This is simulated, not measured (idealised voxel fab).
process module | voxel transistor to metal
cross-section cut | 300 nm wide | cells 5 nm
A cross-section is a grid of square cells, given in bands from the top down. A band is one or more rows of cells.
Each band's line starts with the height of the band's top and of its bottom, in nm. Then come its materials from left to right, each with its width in nm. One material with "throughout" fills the band from edge to edge. "air" is empty space.
Height 0 is the level under which the wafer as received is all one material. The lowest band goes on downwards, as in "0 down".
A width such as "30 to 40" changes by the same amount from each row of cells to the next, from the band's top row to its bottom row.
"no change" after a step means that no cell of the cross-section changed.
closed voids: empty space of 8 cells or more with no open way to the top, each as width x height at its distance from the left edge, in nm
after a step's settings: what the simulator itself notes on the step
overlay nm, on a step with a mask: how far to the right of its planned place the mask lay; to the left if negative
plan
1 op RECEIVE | material Si
2 op OXIDIZE | depth nm 5
3 op CONFORMAL_DEP | material SiN | thk nm 10
4 op MASKED_ETCH | tone cover | mask id ACTIVE | width nm 110 | pitch nm 140 | etch materials SiN | depth nm 10 | overlay nm 0
5 op MASKED_ETCH | tone cover | mask id ACTIVE | width nm 110 | pitch nm 140 | etch materials SiO2 | depth nm 5 | overlay nm 0
6 op MASKED_ETCH | tone cover | mask id ACTIVE | width nm 110 | pitch nm 140 | etch materials Si | depth nm 35 | overlay nm 0
7 op FILL_DEP | material SiO2 | thk nm 15
8 op CMP | height nm 10
9 op SELECTIVE_ETCH | etch materials SiO2 | depth nm 10
10 op STRIP | etch materials SiN
11 op SELECTIVE_ETCH | etch materials SiO2 | depth nm 5
12 op OXIDIZE | depth nm 5
13 op DIRECTIONAL_DEP | material polySi | thk nm 30
14 op DIRECTIONAL_DEP | material SiCN | thk nm 15
15 op PATTERN | tone cover | mask id GATE | material resist | width nm 20 | pitch nm 140 | thk nm 15 | overlay nm 0
16 op DIRECTIONAL_ETCH | etch materials SiCN | depth nm 25
17 op DIRECTIONAL_ETCH | etch materials polySi | depth nm 40
18 op STRIP | etch materials resist
19 op CONFORMAL_DEP | material SiO2 | thk nm 5
20 op DIRECTIONAL_ETCH | etch materials SiO2 | depth nm 5
21 op CONFORMAL_DEP | material SiN | thk nm 5
22 op DIRECTIONAL_ETCH | etch materials SiN | depth nm 5
23 op DIRECTIONAL_ETCH | etch materials SiO2 | depth nm 5
24 op DIRECTIONAL_ETCH | etch materials Si | depth nm 15
25 op EPI | material pSi | thk nm 15
26 op FILL_DEP | material SiO2 | thk nm 5
27 op CMP | height nm 40
28 op DIRECTIONAL_DEP | material SiO2 | thk nm 10
29 op MASKED_ETCH | tone open | mask id CONTACT | width nm 20 | pitch nm 70 | etch materials SiO2 | depth nm 60 | overlay nm 0
30 op CONFORMAL_DEP | material TiN | thk nm 5
31 op FILL_DEP | material W | thk nm 5
32 op CMP | height nm 50
33 op CONFORMAL_DEP | material SiCN | thk nm 5
34 op DIRECTIONAL_DEP | material SiO2 | thk nm 25
35 op MASKED_ETCH | tone open | mask id METAL_1 | width nm 20 | pitch nm 70 | etch materials SiO2 | depth nm 25 | overlay nm 0
36 op MASKED_ETCH | tone open | mask id METAL_1 | width nm 20 | pitch nm 70 | etch materials SiCN | depth nm 5 | overlay nm 0
37 op CONFORMAL_DEP | material TiN | thk nm 5
38 op FILL_DEP | material Cu | thk nm 10
39 op CMP | height nm 80
40 op EPI | material Ru | thk nm 5
41 op FILL_DEP | material SiCN | thk nm 5
first wafer, as planned
as received, after step 1
  0 down: Si throughout
  closed voids: none
after step 2
  0 to -5: SiO2 throughout
  below -5: unchanged
after step 3
  10 to 0: SiN throughout
  below 0: unchanged
after step 4
  10 to 0: air 25 | SiN 110 | air 30 | SiN 110 | air 25
  below 0: unchanged
after step 5
  10 to 0: air 25 | SiN 110 | air 30 | SiN 110 | air 25
  0 to -5: air 25 | SiO2 110 | air 30 | SiO2 110 | air 25
  below -5: unchanged
after step 6
  10 to 0: air 25 | SiN 110 | air 30 | SiN 110 | air 25
  0 to -5: air 25 | SiO2 110 | air 30 | SiO2 110 | air 25
  -5 to -40: air 25 | Si 110 | air 30 | Si 110 | air 25
  below -40: unchanged
after step 7
  25 to 10: SiO2 throughout
  10 to 0: SiO2 25 | SiN 110 | SiO2 30 | SiN 110 | SiO2 25
  0 to -5: SiO2 throughout
  -5 to -40: SiO2 25 | Si 110 | SiO2 30 | Si 110 | SiO2 25
  below -40: unchanged
after step 8
  10 to 0: SiO2 25 | SiN 110 | SiO2 30 | SiN 110 | SiO2 25
  below 0: unchanged
after step 9
  10 to 0: air 25 | SiN 110 | air 30 | SiN 110 | air 25
  below 0: unchanged
after step 10
  0 to -5: SiO2 throughout
  below -5: unchanged
after step 11
  -5 to -40: SiO2 25 | Si 110 | SiO2 30 | Si 110 | SiO2 25
  below -40: unchanged
after step 12
  -5 to -10: SiO2 throughout
  below -10: unchanged
after step 13
  25 to -5: polySi throughout
  below -5: unchanged
after step 14
  40 to 25: SiCN throughout
  below 25: unchanged
after step 15
  55 to 40: air 70 | resist 20 | air 120 | resist 20 | air 70
  below 40: unchanged
after step 16
  55 to 40: air 70 | resist 20 | air 120 | resist 20 | air 70
  40 to 25: air 70 | SiCN 20 | air 120 | SiCN 20 | air 70
  below 25: unchanged
after step 17
  55 to 40: air 70 | resist 20 | air 120 | resist 20 | air 70
  40 to 25: air 70 | SiCN 20 | air 120 | SiCN 20 | air 70
  25 to -5: air 70 | polySi 20 | air 120 | polySi 20 | air 70
  below -5: unchanged
after step 18
  40 to 25: air 70 | SiCN 20 | air 120 | SiCN 20 | air 70
  below 25: unchanged
after step 19
  45 to 40: air 65 | SiO2 30 | air 110 | SiO2 30 | air 65
  40 to 25: air 65 | SiO2 5 | SiCN 20 | SiO2 5 | air 110 | SiO2 5 | SiCN 20 | SiO2 5 | air 65
  25 to 0: air 65 | SiO2 5 | polySi 20 | SiO2 5 | air 110 | SiO2 5 | polySi 20 | SiO2 5 | air 65
  0 to -5: SiO2 70 | polySi 20 | SiO2 120 | polySi 20 | SiO2 70
  below -5: unchanged
after step 20
  40 to 25: air 65 | SiO2 5 | SiCN 20 | SiO2 5 | air 110 | SiO2 5 | SiCN 20 | SiO2 5 | air 65
  25 to -5: air 65 | SiO2 5 | polySi 20 | SiO2 5 | air 110 | SiO2 5 | polySi 20 | SiO2 5 | air 65
  below -5: unchanged
after step 21
  45 to 40: air 60 | SiN 40 | air 100 | SiN 40 | air 60
  40 to 25: air 60 | SiN 5 | SiO2 5 | SiCN 20 | SiO2 5 | SiN 5 | air 100 | SiN 5 | SiO2 5 | SiCN 20 | SiO2 5 | SiN 5 | air 60
  25 to 0: air 60 | SiN 5 | SiO2 5 | polySi 20 | SiO2 5 | SiN 5 | air 100 | SiN 5 | SiO2 5 | polySi 20 | SiO2 5 | SiN 5 | air 60
  0 to -5: SiN 65 | SiO2 5 | polySi 20 | SiO2 5 | SiN 110 | SiO2 5 | polySi 20 | SiO2 5 | SiN 65
  below -5: unchanged
after step 22
  40 to 25: air 60 | SiN 5 | SiO2 5 | SiCN 20 | SiO2 5 | SiN 5 | air 100 | SiN 5 | SiO2 5 | SiCN 20 | SiO2 5 | SiN 5 | air 60
  25 to -5: air 60 | SiN 5 | SiO2 5 | polySi 20 | SiO2 5 | SiN 5 | air 100 | SiN 5 | SiO2 5 | polySi 20 | SiO2 5 | SiN 5 | air 60
  below -5: unchanged
after step 23
  40 to 35: air 60 | SiN 5 | air 5 | SiCN 20 | air 5 | SiN 5 | air 100 | SiN 5 | air 5 | SiCN 20 | air 5 | SiN 5 | air 60
  35 to 25: air 60 | SiN 5 | SiO2 5 | SiCN 20 | SiO2 5 | SiN 5 | air 100 | SiN 5 | SiO2 5 | SiCN 20 | SiO2 5 | SiN 5 | air 60
  25 to -5: air 60 | SiN 5 | SiO2 5 | polySi 20 | SiO2 5 | SiN 5 | air 100 | SiN 5 | SiO2 5 | polySi 20 | SiO2 5 | SiN 5 | air 60
  -5 to -10: air 60 | SiO2 40 | air 100 | SiO2 40 | air 60
  below -10: unchanged
after step 24
  40 to 35: air 60 | SiN 5 | air 5 | SiCN 20 | air 5 | SiN 5 | air 100 | SiN 5 | air 5 | SiCN 20 | air 5 | SiN 5 | air 60
  35 to 25: air 60 | SiN 5 | SiO2 5 | SiCN 20 | SiO2 5 | SiN 5 | air 100 | SiN 5 | SiO2 5 | SiCN 20 | SiO2 5 | SiN 5 | air 60
  25 to -5: air 60 | SiN 5 | SiO2 5 | polySi 20 | SiO2 5 | SiN 5 | air 100 | SiN 5 | SiO2 5 | polySi 20 | SiO2 5 | SiN 5 | air 60
  -5 to -10: air 60 | SiO2 40 | air 100 | SiO2 40 | air 60
  -10 to -25: SiO2 25 | air 35 | Si 40 | air 35 | SiO2 30 | air 35 | Si 40 | air 35 | SiO2 25
  below -25: unchanged
after step 25
  40 to 35: air 60 | SiN 5 | air 5 | SiCN 20 | air 5 | SiN 5 | air 100 | SiN 5 | air 5 | SiCN 20 | air 5 | SiN 5 | air 60
  35 to 25: air 60 | SiN 5 | SiO2 5 | SiCN 20 | SiO2 5 | SiN 5 | air 100 | SiN 5 | SiO2 5 | SiCN 20 | SiO2 5 | SiN 5 | air 60
  25 to 5: air 60 | SiN 5 | SiO2 5 | polySi 20 | SiO2 5 | SiN 5 | air 100 | SiN 5 | SiO2 5 | polySi 20 | SiO2 5 | SiN 5 | air 60
  5 to -5: air 45 | pSi 15 | SiN 5 | SiO2 5 | polySi 20 | SiO2 5 | SiN 5 | pSi 15 | air 70 | pSi 15 | SiN 5 | SiO2 5 | polySi 20 | SiO2 5 | SiN 5 | pSi 15 | air 45
  -5 to -10: air 45 | pSi 15 | SiO2 40 | pSi 15 | air 70 | pSi 15 | SiO2 40 | pSi 15 | air 45
  -10 to -25: SiO2 25 | pSi 35 | Si 40 | pSi 35 | SiO2 30 | pSi 35 | Si 40 | pSi 35 | SiO2 25
  below -25: unchanged
after step 26
  45 to 40: SiO2 throughout
  40 to 25: SiO2 60 | SiN 5 | SiO2 5 | SiCN 20 | SiO2 5 | SiN 5 | SiO2 100 | SiN 5 | SiO2 5 | SiCN 20 | SiO2 5 | SiN 5 | SiO2 60
  25 to 5: SiO2 60 | SiN 5 | SiO2 5 | polySi 20 | SiO2 5 | SiN 5 | SiO2 100 | SiN 5 | SiO2 5 | polySi 20 | SiO2 5 | SiN 5 | SiO2 60
  5 to -5: SiO2 45 | pSi 15 | SiN 5 | SiO2 5 | polySi 20 | SiO2 5 | SiN 5 | pSi 15 | SiO2 70 | pSi 15 | SiN 5 | SiO2 5 | polySi 20 | SiO2 5 | SiN 5 | pSi 15 | SiO2 45
  -5 to -10: SiO2 45 | pSi 15 | SiO2 40 | pSi 15 | SiO2 70 | pSi 15 | SiO2 40 | pSi 15 | SiO2 45
  below -10: unchanged
after step 27
  40 to 25: SiO2 60 | SiN 5 | SiO2 5 | SiCN 20 | SiO2 5 | SiN 5 | SiO2 100 | SiN 5 | SiO2 5 | SiCN 20 | SiO2 5 | SiN 5 | SiO2 60
  below 25: unchanged
after step 28
  50 to 40: SiO2 throughout
  below 40: unchanged
after step 29
  50 to 40: SiO2 35 | air 20 | SiO2 50 | air 20 | SiO2 50 | air 20 | SiO2 50 | air 20 | SiO2 35
  40 to 25: SiO2 35 | air 20 | SiO2 5 | SiN 5 | SiO2 5 | SiCN 20 | SiO2 5 | SiN 5 | SiO2 5 | air 20 | SiO2 50 | air 20 | SiO2 5 | SiN 5 | SiO2 5 | SiCN 20 | SiO2 5 | SiN 5 | SiO2 5 | air 20 | SiO2 35
  25 to 5: SiO2 35 | air 20 | SiO2 5 | SiN 5 | SiO2 5 | polySi 20 | SiO2 5 | SiN 5 | SiO2 5 | air 20 | SiO2 50 | air 20 | SiO2 5 | SiN 5 | SiO2 5 | polySi 20 | SiO2 5 | SiN 5 | SiO2 5 | air 20 | SiO2 35
  5 to -5: SiO2 35 | air 10 | pSi 15 | SiN 5 | SiO2 5 | polySi 20 | SiO2 5 | SiN 5 | pSi 15 | air 10 | SiO2 50 | air 10 | pSi 15 | SiN 5 | SiO2 5 | polySi 20 | SiO2 5 | SiN 5 | pSi 15 | air 10 | SiO2 35
  -5 to -10: SiO2 35 | air 10 | pSi 15 | SiO2 40 | pSi 15 | air 10 | SiO2 50 | air 10 | pSi 15 | SiO2 40 | pSi 15 | air 10 | SiO2 35
  below -10: unchanged
after step 30
  55 to 50: TiN 40 | air 10 | TiN 60 | air 10 | TiN 60 | air 10 | TiN 60 | air 10 | TiN 40
  50 to 40: SiO2 35 | TiN 5 | air 10 | TiN 5 | SiO2 50 | TiN 5 | air 10 | TiN 5 | SiO2 50 | TiN 5 | air 10 | TiN 5 | SiO2 50 | TiN 5 | air 10 | TiN 5 | SiO2 35
  40 to 25: SiO2 35 | TiN 5 | air 10 | TiN 5 | SiO2 5 | SiN 5 | SiO2 5 | SiCN 20 | SiO2 5 | SiN 5 | SiO2 5 | TiN 5 | air 10 | TiN 5 | SiO2 50 | TiN 5 | air 10 | TiN 5 | SiO2 5 | SiN 5 | SiO2 5 | SiCN 20 | SiO2 5 | SiN 5 | SiO2 5 | TiN 5 | air 10 | TiN 5 | SiO2 35
  25 to 10: SiO2 35 | TiN 5 | air 10 | TiN 5 | SiO2 5 | SiN 5 | SiO2 5 | polySi 20 | SiO2 5 | SiN 5 | SiO2 5 | TiN 5 | air 10 | TiN 5 | SiO2 50 | TiN 5 | air 10 | TiN 5 | SiO2 5 | SiN 5 | SiO2 5 | polySi 20 | SiO2 5 | SiN 5 | SiO2 5 | TiN 5 | air 10 | TiN 5 | SiO2 35
  10 to 5: SiO2 35 | TiN 20 | SiO2 5 | SiN 5 | SiO2 5 | polySi 20 | SiO2 5 | SiN 5 | SiO2 5 | TiN 20 | SiO2 50 | TiN 20 | SiO2 5 | SiN 5 | SiO2 5 | polySi 20 | SiO2 5 | SiN 5 | SiO2 5 | TiN 20 | SiO2 35
  5 to -5: SiO2 35 | TiN 10 | pSi 15 | SiN 5 | SiO2 5 | polySi 20 | SiO2 5 | SiN 5 | pSi 15 | TiN 10 | SiO2 50 | TiN 10 | pSi 15 | SiN 5 | SiO2 5 | polySi 20 | SiO2 5 | SiN 5 | pSi 15 | TiN 10 | SiO2 35
  -5 to -10: SiO2 35 | TiN 10 | pSi 15 | SiO2 40 | pSi 15 | TiN 10 | SiO2 50 | TiN 10 | pSi 15 | SiO2 40 | pSi 15 | TiN 10 | SiO2 35
  below -10: unchanged
after step 31
  60 to 55: W throughout
  55 to 50: TiN 40 | W 10 | TiN 60 | W 10 | TiN 60 | W 10 | TiN 60 | W 10 | TiN 40
  50 to 40: SiO2 35 | TiN 5 | W 10 | TiN 5 | SiO2 50 | TiN 5 | W 10 | TiN 5 | SiO2 50 | TiN 5 | W 10 | TiN 5 | SiO2 50 | TiN 5 | W 10 | TiN 5 | SiO2 35
  40 to 25: SiO2 35 | TiN 5 | W 10 | TiN 5 | SiO2 5 | SiN 5 | SiO2 5 | SiCN 20 | SiO2 5 | SiN 5 | SiO2 5 | TiN 5 | W 10 | TiN 5 | SiO2 50 | TiN 5 | W 10 | TiN 5 | SiO2 5 | SiN 5 | SiO2 5 | SiCN 20 | SiO2 5 | SiN 5 | SiO2 5 | TiN 5 | W 10 | TiN 5 | SiO2 35
  25 to 10: SiO2 35 | TiN 5 | W 10 | TiN 5 | SiO2 5 | SiN 5 | SiO2 5 | polySi 20 | SiO2 5 | SiN 5 | SiO2 5 | TiN 5 | W 10 | TiN 5 | SiO2 50 | TiN 5 | W 10 | TiN 5 | SiO2 5 | SiN 5 | SiO2 5 | polySi 20 | SiO2 5 | SiN 5 | SiO2 5 | TiN 5 | W 10 | TiN 5 | SiO2 35
  below 10: unchanged
after step 32
  50 to 40: SiO2 35 | TiN 5 | W 10 | TiN 5 | SiO2 50 | TiN 5 | W 10 | TiN 5 | SiO2 50 | TiN 5 | W 10 | TiN 5 | SiO2 50 | TiN 5 | W 10 | TiN 5 | SiO2 35
  below 40: unchanged
after step 33
  55 to 50: SiCN throughout
  below 50: unchanged
after step 34
  80 to 55: SiO2 throughout
  below 55: unchanged
after step 35
  80 to 55: SiO2 35 | air 20 | SiO2 50 | air 20 | SiO2 50 | air 20 | SiO2 50 | air 20 | SiO2 35
  below 55: unchanged
after step 36
  80 to 55: SiO2 35 | air 20 | SiO2 50 | air 20 | SiO2 50 | air 20 | SiO2 50 | air 20 | SiO2 35
  55 to 50: SiCN 35 | air 20 | SiCN 50 | air 20 | SiCN 50 | air 20 | SiCN 50 | air 20 | SiCN 35
  below 50: unchanged
after step 37
  85 to 80: TiN 40 | air 10 | TiN 60 | air 10 | TiN 60 | air 10 | TiN 60 | air 10 | TiN 40
  80 to 55: SiO2 35 | TiN 5 | air 10 | TiN 5 | SiO2 50 | TiN 5 | air 10 | TiN 5 | SiO2 50 | TiN 5 | air 10 | TiN 5 | SiO2 50 | TiN 5 | air 10 | TiN 5 | SiO2 35
  55 to 50: SiCN 35 | TiN 20 | SiCN 50 | TiN 20 | SiCN 50 | TiN 20 | SiCN 50 | TiN 20 | SiCN 35
  below 50: unchanged
after step 38
  95 to 85: Cu throughout
  85 to 80: TiN 40 | Cu 10 | TiN 60 | Cu 10 | TiN 60 | Cu 10 | TiN 60 | Cu 10 | TiN 40
  80 to 55: SiO2 35 | TiN 5 | Cu 10 | TiN 5 | SiO2 50 | TiN 5 | Cu 10 | TiN 5 | SiO2 50 | TiN 5 | Cu 10 | TiN 5 | SiO2 50 | TiN 5 | Cu 10 | TiN 5 | SiO2 35
  below 55: unchanged
after step 39
  80 to 55: SiO2 35 | TiN 5 | Cu 10 | TiN 5 | SiO2 50 | TiN 5 | Cu 10 | TiN 5 | SiO2 50 | TiN 5 | Cu 10 | TiN 5 | SiO2 50 | TiN 5 | Cu 10 | TiN 5 | SiO2 35
  below 55: unchanged
after step 40
  85 to 80: air 30 | Ru 30 | air 40 | Ru 30 | air 40 | Ru 30 | air 40 | Ru 30 | air 30
  below 80: unchanged
after step 41
  90 to 85: SiCN throughout
  85 to 80: SiCN 30 | Ru 30 | SiCN 40 | Ru 30 | SiCN 40 | Ru 30 | SiCN 40 | Ru 30 | SiCN 30
  below 80: unchanged
second wafer: like start, like plan, one mistake. Through step 20 it matches the first wafer
when step 21 should have ended: no change
when step 22 should have ended: no change
when step 23 should have ended
  40 to 35: air 70 | SiCN 20 | air 120 | SiCN 20 | air 70
  35 to 25: air 65 | SiO2 5 | SiCN 20 | SiO2 5 | air 110 | SiO2 5 | SiCN 20 | SiO2 5 | air 65
  25 to -5: air 65 | SiO2 5 | polySi 20 | SiO2 5 | air 110 | SiO2 5 | polySi 20 | SiO2 5 | air 65
  -5 to -10: air 65 | SiO2 30 | air 110 | SiO2 30 | air 65
  below -10: unchanged
when step 24 should have ended
  40 to 35: air 70 | SiCN 20 | air 120 | SiCN 20 | air 70
  35 to 25: air 65 | SiO2 5 | SiCN 20 | SiO2 5 | air 110 | SiO2 5 | SiCN 20 | SiO2 5 | air 65
  25 to -5: air 65 | SiO2 5 | polySi 20 | SiO2 5 | air 110 | SiO2 5 | polySi 20 | SiO2 5 | air 65
  -5 to -10: air 65 | SiO2 30 | air 110 | SiO2 30 | air 65
  -10 to -25: SiO2 25 | air 40 | Si 30 | air 40 | SiO2 30 | air 40 | Si 30 | air 40 | SiO2 25
  below -25: unchanged
when step 25 should have ended
  40 to 35: air 70 | SiCN 20 | air 120 | SiCN 20 | air 70
  35 to 25: air 65 | SiO2 5 | SiCN 20 | SiO2 5 | air 110 | SiO2 5 | SiCN 20 | SiO2 5 | air 65
  25 to 5: air 65 | SiO2 5 | polySi 20 | SiO2 5 | air 110 | SiO2 5 | polySi 20 | SiO2 5 | air 65
  5 to -5: air 50 | pSi 15 | SiO2 5 | polySi 20 | SiO2 5 | pSi 15 | air 80 | pSi 15 | SiO2 5 | polySi 20 | SiO2 5 | pSi 15 | air 50
  -5 to -10: air 50 | pSi 15 | SiO2 30 | pSi 15 | air 80 | pSi 15 | SiO2 30 | pSi 15 | air 50
  -10 to -25: SiO2 25 | pSi 40 | Si 30 | pSi 40 | SiO2 30 | pSi 40 | Si 30 | pSi 40 | SiO2 25
  below -25: unchanged
when step 26 should have ended
  45 to 40: SiO2 throughout
  40 to 25: SiO2 70 | SiCN 20 | SiO2 120 | SiCN 20 | SiO2 70
  25 to 5: SiO2 70 | polySi 20 | SiO2 120 | polySi 20 | SiO2 70
  5 to -5: SiO2 50 | pSi 15 | SiO2 5 | polySi 20 | SiO2 5 | pSi 15 | SiO2 80 | pSi 15 | SiO2 5 | polySi 20 | SiO2 5 | pSi 15 | SiO2 50
  -5 to -10: SiO2 50 | pSi 15 | SiO2 30 | pSi 15 | SiO2 80 | pSi 15 | SiO2 30 | pSi 15 | SiO2 50
  below -10: unchanged
when step 27 should have ended
  40 to 25: SiO2 70 | SiCN 20 | SiO2 120 | SiCN 20 | SiO2 70
  below 25: unchanged
when step 28 should have ended
  50 to 40: SiO2 throughout
  below 40: unchanged
when step 29 should have ended
  50 to 40: SiO2 35 | air 20 | SiO2 50 | air 20 | SiO2 50 | air 20 | SiO2 50 | air 20 | SiO2 35
  40 to 25: SiO2 35 | air 20 | SiO2 15 | SiCN 20 | SiO2 15 | air 20 | SiO2 50 | air 20 | SiO2 15 | SiCN 20 | SiO2 15 | air 20 | SiO2 35
  25 to 5: SiO2 35 | air 20 | SiO2 15 | polySi 20 | SiO2 15 | air 20 | SiO2 50 | air 20 | SiO2 15 | polySi 20 | SiO2 15 | air 20 | SiO2 35
  5 to -5: SiO2 35 | air 15 | pSi 15 | SiO2 5 | polySi 20 | SiO2 5 | pSi 15 | air 15 | SiO2 50 | air 15 | pSi 15 | SiO2 5 | polySi 20 | SiO2 5 | pSi 15 | air 15 | SiO2 35
  -5 to -10: SiO2 35 | air 15 | pSi 15 | SiO2 30 | pSi 15 | air 15 | SiO2 50 | air 15 | pSi 15 | SiO2 30 | pSi 15 | air 15 | SiO2 35
  below -10: unchanged
when step 30 should have ended
  55 to 50: TiN 40 | air 10 | TiN 60 | air 10 | TiN 60 | air 10 | TiN 60 | air 10 | TiN 40
  50 to 40: SiO2 35 | TiN 5 | air 10 | TiN 5 | SiO2 50 | TiN 5 | air 10 | TiN 5 | SiO2 50 | TiN 5 | air 10 | TiN 5 | SiO2 50 | TiN 5 | air 10 | TiN 5 | SiO2 35
  40 to 25: SiO2 35 | TiN 5 | air 10 | TiN 5 | SiO2 15 | SiCN 20 | SiO2 15 | TiN 5 | air 10 | TiN 5 | SiO2 50 | TiN 5 | air 10 | TiN 5 | SiO2 15 | SiCN 20 | SiO2 15 | TiN 5 | air 10 | TiN 5 | SiO2 35
  25 to 10: SiO2 35 | TiN 5 | air 10 | TiN 5 | SiO2 15 | polySi 20 | SiO2 15 | TiN 5 | air 10 | TiN 5 | SiO2 50 | TiN 5 | air 10 | TiN 5 | SiO2 15 | polySi 20 | SiO2 15 | TiN 5 | air 10 | TiN 5 | SiO2 35
  10 to 5: SiO2 35 | TiN 5 | air 5 | TiN 10 | SiO2 15 | polySi 20 | SiO2 15 | TiN 10 | air 5 | TiN 5 | SiO2 50 | TiN 5 | air 5 | TiN 10 | SiO2 15 | polySi 20 | SiO2 15 | TiN 10 | air 5 | TiN 5 | SiO2 35
  5 to -5: SiO2 35 | TiN 5 | air 5 | TiN 5 | pSi 15 | SiO2 5 | polySi 20 | SiO2 5 | pSi 15 | TiN 5 | air 5 | TiN 5 | SiO2 50 | TiN 5 | air 5 | TiN 5 | pSi 15 | SiO2 5 | polySi 20 | SiO2 5 | pSi 15 | TiN 5 | air 5 | TiN 5 | SiO2 35
  -5 to -10: SiO2 35 | TiN 15 | pSi 15 | SiO2 30 | pSi 15 | TiN 15 | SiO2 50 | TiN 15 | pSi 15 | SiO2 30 | pSi 15 | TiN 15 | SiO2 35
  below -10: unchanged
when step 31 should have ended
  60 to 55: W throughout
  55 to 50: TiN 40 | W 10 | TiN 60 | W 10 | TiN 60 | W 10 | TiN 60 | W 10 | TiN 40
  50 to 40: SiO2 35 | TiN 5 | W 10 | TiN 5 | SiO2 50 | TiN 5 | W 10 | TiN 5 | SiO2 50 | TiN 5 | W 10 | TiN 5 | SiO2 50 | TiN 5 | W 10 | TiN 5 | SiO2 35
  40 to 25: SiO2 35 | TiN 5 | W 10 | TiN 5 | SiO2 15 | SiCN 20 | SiO2 15 | TiN 5 | W 10 | TiN 5 | SiO2 50 | TiN 5 | W 10 | TiN 5 | SiO2 15 | SiCN 20 | SiO2 15 | TiN 5 | W 10 | TiN 5 | SiO2 35
  25 to 10: SiO2 35 | TiN 5 | W 10 | TiN 5 | SiO2 15 | polySi 20 | SiO2 15 | TiN 5 | W 10 | TiN 5 | SiO2 50 | TiN 5 | W 10 | TiN 5 | SiO2 15 | polySi 20 | SiO2 15 | TiN 5 | W 10 | TiN 5 | SiO2 35
  10 to 5: SiO2 35 | TiN 5 | W 5 | TiN 10 | SiO2 15 | polySi 20 | SiO2 15 | TiN 10 | W 5 | TiN 5 | SiO2 50 | TiN 5 | W 5 | TiN 10 | SiO2 15 | polySi 20 | SiO2 15 | TiN 10 | W 5 | TiN 5 | SiO2 35
  5 to -5: SiO2 35 | TiN 5 | W 5 | TiN 5 | pSi 15 | SiO2 5 | polySi 20 | SiO2 5 | pSi 15 | TiN 5 | W 5 | TiN 5 | SiO2 50 | TiN 5 | W 5 | TiN 5 | pSi 15 | SiO2 5 | polySi 20 | SiO2 5 | pSi 15 | TiN 5 | W 5 | TiN 5 | SiO2 35
  below -5: unchanged
when step 32 should have ended
  50 to 40: SiO2 35 | TiN 5 | W 10 | TiN 5 | SiO2 50 | TiN 5 | W 10 | TiN 5 | SiO2 50 | TiN 5 | W 10 | TiN 5 | SiO2 50 | TiN 5 | W 10 | TiN 5 | SiO2 35
  below 40: unchanged
when step 33 should have ended
  55 to 50: SiCN throughout
  below 50: unchanged
when step 34 should have ended
  80 to 55: SiO2 throughout
  below 55: unchanged
when step 35 should have ended
  80 to 55: SiO2 35 | air 20 | SiO2 50 | air 20 | SiO2 50 | air 20 | SiO2 50 | air 20 | SiO2 35
  below 55: unchanged
when step 36 should have ended
  80 to 55: SiO2 35 | air 20 | SiO2 50 | air 20 | SiO2 50 | air 20 | SiO2 50 | air 20 | SiO2 35
  55 to 50: SiCN 35 | air 20 | SiCN 50 | air 20 | SiCN 50 | air 20 | SiCN 50 | air 20 | SiCN 35
  below 50: unchanged
when step 37 should have ended
  85 to 80: TiN 40 | air 10 | TiN 60 | air 10 | TiN 60 | air 10 | TiN 60 | air 10 | TiN 40
  80 to 55: SiO2 35 | TiN 5 | air 10 | TiN 5 | SiO2 50 | TiN 5 | air 10 | TiN 5 | SiO2 50 | TiN 5 | air 10 | TiN 5 | SiO2 50 | TiN 5 | air 10 | TiN 5 | SiO2 35
  55 to 50: SiCN 35 | TiN 20 | SiCN 50 | TiN 20 | SiCN 50 | TiN 20 | SiCN 50 | TiN 20 | SiCN 35
  below 50: unchanged
when step 38 should have ended
  95 to 85: Cu throughout
  85 to 80: TiN 40 | Cu 10 | TiN 60 | Cu 10 | TiN 60 | Cu 10 | TiN 60 | Cu 10 | TiN 40
  80 to 55: SiO2 35 | TiN 5 | Cu 10 | TiN 5 | SiO2 50 | TiN 5 | Cu 10 | TiN 5 | SiO2 50 | TiN 5 | Cu 10 | TiN 5 | SiO2 50 | TiN 5 | Cu 10 | TiN 5 | SiO2 35
  below 55: unchanged
when step 39 should have ended
  80 to 55: SiO2 35 | TiN 5 | Cu 10 | TiN 5 | SiO2 50 | TiN 5 | Cu 10 | TiN 5 | SiO2 50 | TiN 5 | Cu 10 | TiN 5 | SiO2 50 | TiN 5 | Cu 10 | TiN 5 | SiO2 35
  below 55: unchanged
when step 40 should have ended
  85 to 80: air 30 | Ru 30 | air 40 | Ru 30 | air 40 | Ru 30 | air 40 | Ru 30 | air 30
  below 80: unchanged
when step 41 should have ended
  90 to 85: SiCN throughout
  85 to 80: SiCN 30 | Ru 30 | SiCN 40 | Ru 30 | SiCN 40 | Ru 30 | SiCN 40 | Ru 30 | SiCN 30
  below 80: unchanged
what went wrong: step 21 was left out
at the end the second wafer has, in cells: 12 fewer of Si | 36 fewer of SiN | 24 more of SiO2 | 12 more of W | 12 more of pSi
